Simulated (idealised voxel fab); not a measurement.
process module | voxel self aligned vias
cross-section cut | 155 nm wide | cells 5 nm
A cross-section is a grid of square cells, given in bands from the top down. A band is one or more rows of cells.
Each band's line starts with the height of the band's top and of its bottom, in nm. Then come its materials from left to right, each with its width in nm. One material with "throughout" fills the band from edge to edge. "air" is empty space.
Height 0 is the level under which the wafer as received is all one material. The lowest band goes on downwards, as in "0 down".
A width such as "30 to 40" changes by the same amount from each row of cells to the next, from the band's top row to its bottom row.
"no change" after a step means that no cell of the cross-section changed.
closed voids: empty space of 8 cells or more with no open way to the top, each as width x height at its distance from the left edge, in nm
after a step's settings: what the simulator itself notes on the step
overlay nm, on a step with a mask: how far to the right of its planned place the mask lay; to the left if negative
plan
1 op RECEIVE | material Si
2 op CONFORMAL_DEP | material SiO2 | thk nm 10
3 op CONFORMAL_DEP | material SiCN | thk nm 5
4 op DIRECTIONAL_DEP | material SiO2 | thk nm 20
5 op DIRECTIONAL_DEP | material aC | thk nm 15
6 op PATTERN | tone open | mask id LINES | material resist | width nm 25 | pitch nm 60 | thk nm 35 | overlay nm 0
7 op DIRECTIONAL_ETCH | etch materials aC | depth nm 15
8 op STRIP | etch materials resist
9 op DIRECTIONAL_ETCH | etch materials SiO2 | depth nm 20
10 op STRIP | etch materials aC
11 op CONFORMAL_DEP | material TiN | thk nm 5
12 op FILL_DEP | material W | thk nm 10
13 op CMP | height nm 35
14 op SELECTIVE_ETCH | etch materials W Ru TiN | depth nm 10
15 op FILL_DEP | material SiN | thk nm 10
16 op CMP | height nm 35
17 op DIRECTIONAL_DEP | material SiO2 | thk nm 15
18 op PATTERN | tone open | mask id VIAS | material resist | width nm 35 | pitch nm 60 | thk nm 15 | overlay nm 0
19 op DIRECTIONAL_ETCH | etch materials SiO2 | depth nm 15
20 op DIRECTIONAL_ETCH | etch materials SiN | depth nm 10
21 op STRIP | etch materials resist
22 op CONFORMAL_DEP | material TiN | thk nm 5
23 op FILL_DEP | material W | thk nm 5
24 op CMP | height nm 50
25 op CONFORMAL_DEP | material SiCN | thk nm 5
first wafer, as planned
as received, after step 1
  0 down: Si throughout
  closed voids: none
after step 2
  10 to 0: SiO2 throughout
  below 0: unchanged
after step 3
  15 to 10: SiCN throughout
  below 10: unchanged
after step 4
  35 to 15: SiO2 throughout
  below 15: unchanged
after step 5
  50 to 35: aC throughout
  below 35: unchanged
after step 6
  85 to 50: resist 35 | air 25 | resist 35 | air 25 | resist 35
  below 50: unchanged
after step 7
  70 to 50: resist 35 | air 25 | resist 35 | air 25 | resist 35
  50 to 35: aC 35 | air 25 | aC 35 | air 25 | aC 35
  below 35: unchanged
after step 8
  50 to 35: aC 35 | air 25 | aC 35 | air 25 | aC 35
  below 35: unchanged
after step 9
  50 to 35: aC 35 | air 25 | aC 35 | air 25 | aC 35
  35 to 15: SiO2 35 | air 25 | SiO2 35 | air 25 | SiO2 35
  below 15: unchanged
after step 10
  35 to 15: SiO2 35 | air 25 | SiO2 35 | air 25 | SiO2 35
  below 15: unchanged
after step 11
  40 to 35: TiN 40 | air 15 | TiN 45 | air 15 | TiN 40
  35 to 20: SiO2 35 | TiN 5 | air 15 | TiN 5 | SiO2 35 | TiN 5 | air 15 | TiN 5 | SiO2 35
  20 to 15: SiO2 35 | TiN 25 | SiO2 35 | TiN 25 | SiO2 35
  below 15: unchanged
after step 12
  50 to 40: W throughout
  40 to 35: TiN 40 | W 15 | TiN 45 | W 15 | TiN 40
  35 to 20: SiO2 35 | TiN 5 | W 15 | TiN 5 | SiO2 35 | TiN 5 | W 15 | TiN 5 | SiO2 35
  below 20: unchanged
after step 13
  35 to 20: SiO2 35 | TiN 5 | W 15 | TiN 5 | SiO2 35 | TiN 5 | W 15 | TiN 5 | SiO2 35
  below 20: unchanged
after step 14
  35 to 25: SiO2 35 | air 25 | SiO2 35 | air 25 | SiO2 35
  below 25: unchanged
after step 15
  45 to 35: SiN throughout
  35 to 25: SiO2 35 | SiN 25 | SiO2 35 | SiN 25 | SiO2 35
  below 25: unchanged
after step 16
  35 to 25: SiO2 35 | SiN 25 | SiO2 35 | SiN 25 | SiO2 35
  below 25: unchanged
after step 17
  50 to 35: SiO2 throughout
  below 35: unchanged
after step 18
  65 to 50: resist 30 | air 35 | resist 25 | air 35 | resist 30
  below 50: unchanged
after step 19
  65 to 50: resist 30 | air 35 | resist 25 | air 35 | resist 30
  50 to 35: SiO2 30 | air 35 | SiO2 25 | air 35 | SiO2 30
  below 35: unchanged
after step 20
  65 to 50: resist 30 | air 35 | resist 25 | air 35 | resist 30
  50 to 35: SiO2 30 | air 35 | SiO2 25 | air 35 | SiO2 30
  35 to 25: SiO2 35 | air 25 | SiO2 35 | air 25 | SiO2 35
  below 25: unchanged
after step 21
  50 to 35: SiO2 30 | air 35 | SiO2 25 | air 35 | SiO2 30
  below 35: unchanged
after step 22
  55 to 50: TiN 35 | air 25 | TiN 35 | air 25 | TiN 35
  50 to 40: SiO2 30 | TiN 5 | air 25 | TiN 5 | SiO2 25 | TiN 5 | air 25 | TiN 5 | SiO2 30
  40 to 30: SiO2 30 to 35 | TiN 10 to 5 | air 15 | TiN 10 to 5 | SiO2 25 to 35 | TiN 10 to 5 | air 15 | TiN 10 to 5 | SiO2 30 to 35
  30 to 25: SiO2 35 | TiN 25 | SiO2 35 | TiN 25 | SiO2 35
  below 25: unchanged
after step 23
  60 to 55: W throughout
  55 to 50: TiN 35 | W 25 | TiN 35 | W 25 | TiN 35
  50 to 40: SiO2 30 | TiN 5 | W 25 | TiN 5 | SiO2 25 | TiN 5 | W 25 | TiN 5 | SiO2 30
  40 to 30: SiO2 30 to 35 | TiN 10 to 5 | W 15 | TiN 10 to 5 | SiO2 25 to 35 | TiN 10 to 5 | W 15 | TiN 10 to 5 | SiO2 30 to 35
  below 30: unchanged
after step 24
  50 to 40: SiO2 30 | TiN 5 | W 25 | TiN 5 | SiO2 25 | TiN 5 | W 25 | TiN 5 | SiO2 30
  below 40: unchanged
after step 25
  55 to 50: SiCN throughout
  below 50: unchanged
second wafer: like start, like plan, one mistake. Through step 2 it matches the first wafer
when step 3 should have ended: no change
when step 4 should have ended
  30 to 0: SiO2 throughout
  below 0: unchanged
when step 5 should have ended
  45 to 30: aC throughout
  below 30: unchanged
when step 6 should have ended
  80 to 45: resist 35 | air 25 | resist 35 | air 25 | resist 35
  below 45: unchanged
when step 7 should have ended
  65 to 45: resist 35 | air 25 | resist 35 | air 25 | resist 35
  45 to 30: aC 35 | air 25 | aC 35 | air 25 | aC 35
  below 30: unchanged
when step 8 should have ended
  45 to 30: aC 35 | air 25 | aC 35 | air 25 | aC 35
  below 30: unchanged
when step 9 should have ended
  45 to 30: aC 35 | air 25 | aC 35 | air 25 | aC 35
  30 to 10: SiO2 35 | air 25 | SiO2 35 | air 25 | SiO2 35
  below 10: unchanged
when step 10 should have ended
  30 to 10: SiO2 35 | air 25 | SiO2 35 | air 25 | SiO2 35
  below 10: unchanged
when step 11 should have ended
  35 to 30: TiN 40 | air 15 | TiN 45 | air 15 | TiN 40
  30 to 15: SiO2 35 | TiN 5 | air 15 | TiN 5 | SiO2 35 | TiN 5 | air 15 | TiN 5 | SiO2 35
  15 to 10: SiO2 35 | TiN 25 | SiO2 35 | TiN 25 | SiO2 35
  below 10: unchanged
when step 12 should have ended
  45 to 35: W throughout
  35 to 30: TiN 40 | W 15 | TiN 45 | W 15 | TiN 40
  30 to 15: SiO2 35 | TiN 5 | W 15 | TiN 5 | SiO2 35 | TiN 5 | W 15 | TiN 5 | SiO2 35
  below 15: unchanged
when step 13 should have ended
  35 to 30: TiN 40 | W 15 | TiN 45 | W 15 | TiN 40
  below 30: unchanged
when step 14 should have ended
  30 to 25: SiO2 35 | air 25 | SiO2 35 | air 25 | SiO2 35
  below 25: unchanged
when step 15 should have ended
  40 to 30: SiN throughout
  30 to 25: SiO2 35 | SiN 25 | SiO2 35 | SiN 25 | SiO2 35
  below 25: unchanged
when step 16 should have ended
  35 to 30: SiN throughout
  below 30: unchanged
when step 17 should have ended
  50 to 35: SiO2 throughout
  below 35: unchanged
when step 18 should have ended
  65 to 50: resist 30 | air 35 | resist 25 | air 35 | resist 30
  below 50: unchanged
when step 19 should have ended
  65 to 50: resist 30 | air 35 | resist 25 | air 35 | resist 30
  50 to 35: SiO2 30 | air 35 | SiO2 25 | air 35 | SiO2 30
  below 35: unchanged
when step 20 should have ended
  65 to 50: resist 30 | air 35 | resist 25 | air 35 | resist 30
  50 to 35: SiO2 30 | air 35 | SiO2 25 | air 35 | SiO2 30
  35 to 30: SiN 30 | air 35 | SiN 25 | air 35 | SiN 30
  30 to 25: SiO2 35 | air 25 | SiO2 35 | air 25 | SiO2 35
  below 25: unchanged
when step 21 should have ended
  50 to 35: SiO2 30 | air 35 | SiO2 25 | air 35 | SiO2 30
  below 35: unchanged
when step 22 should have ended
  55 to 50: TiN 35 | air 25 | TiN 35 | air 25 | TiN 35
  50 to 35: SiO2 30 | TiN 5 | air 25 | TiN 5 | SiO2 25 | TiN 5 | air 25 | TiN 5 | SiO2 30
  35 to 30: SiN 30 | TiN 10 | air 15 | TiN 10 | SiN 25 | TiN 10 | air 15 | TiN 10 | SiN 30
  30 to 25: SiO2 35 | TiN 25 | SiO2 35 | TiN 25 | SiO2 35
  below 25: unchanged
when step 23 should have ended
  60 to 55: W throughout
  55 to 50: TiN 35 | W 25 | TiN 35 | W 25 | TiN 35
  50 to 35: SiO2 30 | TiN 5 | W 25 | TiN 5 | SiO2 25 | TiN 5 | W 25 | TiN 5 | SiO2 30
  35 to 30: SiN 30 | TiN 10 | W 15 | TiN 10 | SiN 25 | TiN 10 | W 15 | TiN 10 | SiN 30
  below 30: unchanged
when step 24 should have ended
  50 to 35: SiO2 30 | TiN 5 | W 25 | TiN 5 | SiO2 25 | TiN 5 | W 25 | TiN 5 | SiO2 30
  below 35: unchanged
when step 25 should have ended
  55 to 50: SiCN throughout
  below 50: unchanged
what went wrong: step 3 was left out
at the end the second wafer has, in cells: 31 fewer of SiCN | 17 more of SiN | 4 more of TiN | 10 more of W
